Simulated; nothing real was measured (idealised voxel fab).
process module | voxel ribs on slabs
cross-section cut | 275 nm wide | cells 5 nm
A cross-section is a grid of square cells, given in bands from the top down. A band is one or more rows of cells.
Each band's line starts with the height of the band's top and of its bottom, in nm. Then come its materials from left to right, each with its width in nm. One material with "throughout" fills the band from edge to edge. "air" is empty space.
Height 0 is the level under which the wafer as received is all one material. The lowest band goes on downwards, as in "0 down".
A width such as "30 to 40" changes by the same amount from each row of cells to the next, from the band's top row to its bottom row.
"no change" after a step means that no cell of the cross-section changed.
closed voids: empty space of 8 cells or more with no open way to the top, each as width x height at its distance from the left edge, in nm
after a step's settings: what the simulator itself notes on the step
overlay nm, on a step with a mask: how far to the right of its planned place the mask lay; to the left if negative
plan
1 op RECEIVE | material Si
2 op DIRECTIONAL_DEP | material SiO2 | thk nm 20
3 op DIRECTIONAL_DEP | material SiN | thk nm 15
4 op PATTERN | tone cover | mask id RIB | material resist | width nm 25 | thk nm 20 | overlay nm 0
5 op DIRECTIONAL_ETCH | etch materials SiN | depth nm 10
6 op STRIP | etch materials resist
7 op DIRECTIONAL_DEP | material aC | thk nm 10
8 op PATTERN | tone cover | mask id SLAB | material resist | width nm 75 | thk nm 25 | overlay nm 0
9 op DIRECTIONAL_ETCH | etch materials aC | depth nm 10
10 op STRIP | etch materials resist
11 op DIRECTIONAL_ETCH | etch materials SiN | depth nm 5
12 op STRIP | etch materials aC
13 op FILL_DEP | material SiO2 | thk nm 30
14 op CMP | height nm 55
15 op DIRECTIONAL_DEP | material TiN | thk nm 10
16 op PATTERN | tone cover | mask id HEATER | material resist | width nm 35 | thk nm 15 | overlay nm 0
17 op DIRECTIONAL_ETCH | etch materials TiN | depth nm 10
18 op STRIP | etch materials resist
19 op CONFORMAL_DEP | material SiN | thk nm 5
as received, after step 1
  0 down: Si throughout
  closed voids: none
first wafer at the end, as planned
  70 to 65: air 115 | SiN 45 | air 115
  65 to 60: air 115 | SiN 5 | TiN 35 | SiN 5 | air 115
  60 to 55: SiN 120 | TiN 35 | SiN 120
  55 to 35: SiO2 throughout
  35 to 25: SiO2 125 | SiN 25 | SiO2 125
  25 to 20: SiO2 100 | SiN 75 | SiO2 100
  20 to 0: SiO2 throughout
  0 down: Si throughout
  closed voids: none
second wafer at the end: like start, like plan, one mistake
  70 to 65: air 115 | SiN 45 | air 115
  65 to 60: air 115 | SiN 5 | TiN 35 | SiN 5 | air 115
  60 to 55: SiN 120 | TiN 35 | SiN 120
  55 to 35: SiO2 throughout
  35 to 25: SiO2 125 | SiN 25 | SiO2 125
  25 to 20: SiO2 100 | SiN 80 | SiO2 95
  20 to 0: SiO2 throughout
  0 down: Si throughout
  closed voids: none
what went wrong: step 8 ran as: op PATTERN | tone cover | mask id SLAB | material resist | width nm 80 | thk nm 25 | overlay nm 0
at the end the second wafer has, in cells: 1 more of SiN | 1 fewer of SiO2
